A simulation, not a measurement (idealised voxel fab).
Title: Process Module voxel self aligned contacts
Pictured: cross-section cut, 280 nm wide, on a grid of 5 nm square cells.
Reading order for cross-sections: top band down to bottom band. Underlying form: a grid of square cells. Band size: one or more rows of cells.
For a band, the entry starts with two heights in nm, that of the top and then that of the bottom, and carries on with the band's materials in order from left to right, each alongside its width in nm; the word "throughout" beside a single material means it fills the band edge to edge, and "blank" means empty space.
All heights in this document are referenced to 0, defined as the level beneath which the wafer, as received, consists entirely of one material. The lowest band is not bounded below; it extends indefinitely downward and is written in the form "0 down".
A two-number width, for instance "30->40", indicates that the width is equal to the first number in the top row of the band and to the second number in the bottom row, and that it changes by a constant amount per row of cells.
The cross-section has no changed cell in any step marked "identical to before".
Unvented cavities: empty space of 8 cells or more with no open way to the top, each as width x height at its distance from the left edge, in nm
On each step's line, the part that comes after the settings is the simulator's own comment on the step.
overlay nm: mask offset rightward from planned place, masked step; negative means leftward offset.

# Here's what the planned process steps look like
| 1 | RECEIVE,material Si |
| 2 | CONFORMAL_DEP,material SiO2,thk nm 5 |
| 3 | DIRECTIONAL_DEP,material polySi,thk nm 20 |
| 4 | DIRECTIONAL_DEP,material SiN,thk nm 15 |
| 5 | PATTERN,tone cover,mask id GATE,material resist,width nm 25,pitch nm 50,thk nm 20,overlay nm 0 |
| 6 | DIRECTIONAL_ETCH,etch materials SiN,depth nm 15 |
| 7 | DIRECTIONAL_ETCH,etch materials polySi,depth nm 20 |
| 8 | STRIP,etch materials resist |
| 9 | CONFORMAL_DEP,material SiN,thk nm 5 |
| 10 | DIRECTIONAL_ETCH,etch materials SiN,depth nm 5 |
| 11 | FILL_DEP,material SiO2,thk nm 15 |
| 12 | CMP,height nm 45 |
| 13 | MASKED_ETCH,tone open,mask id CONTACT,width nm 35,etch materials SiO2,depth nm 45,overlay nm -15 |
| 14 | CONFORMAL_DEP,material TiN,thk nm 5 |
| 15 | FILL_DEP,material W,thk nm 10 |
| 16 | CMP,height nm 45 |
| 17 | CONFORMAL_DEP,material SiCN,thk nm 5 |
The wafers are alike at the start. At step 13, their overlay nm differs. The plan lists the first wafer's value.

# So this is the first of several wafers, cross-sectioned as it came to us, meaning it's at the end of step 1
  0 down  Si throughout
  Unvented cavities: none

# Note: the following table is arranged by wafer, a row apiece. Each row reports the end-of-module state: per material, cells gained (+) or cells lost (-) compared with the wafer as received; closed voids follow
overlay nm -15; +56 SiCN; +58 SiN; +383 SiO2; +23 TiN; +40 polySi; Unvented cavities: none
overlay nm -10; +56 SiCN; +58 SiN; +375 SiO2; +23 TiN; +8 W; +40 polySi; Unvented cavities: none
overlay nm -5; +56 SiCN; +58 SiN; +375 SiO2; +23 TiN; +8 W; +40 polySi; Unvented cavities: none
overlay nm 0; +56 SiCN; +58 SiN; +375 SiO2; +23 TiN; +8 W; +40 polySi; Unvented cavities: none
overlay nm 5; +56 SiCN; +58 SiN; +375 SiO2; +23 TiN; +8 W; +40 polySi; Unvented cavities: none
overlay nm 10; +56 SiCN; +58 SiN; +375 SiO2; +23 TiN; +8 W; +40 polySi; Unvented cavities: none
overlay nm 15; +56 SiCN; +58 SiN; +383 SiO2; +23 TiN; +40 polySi; Unvented cavities: none
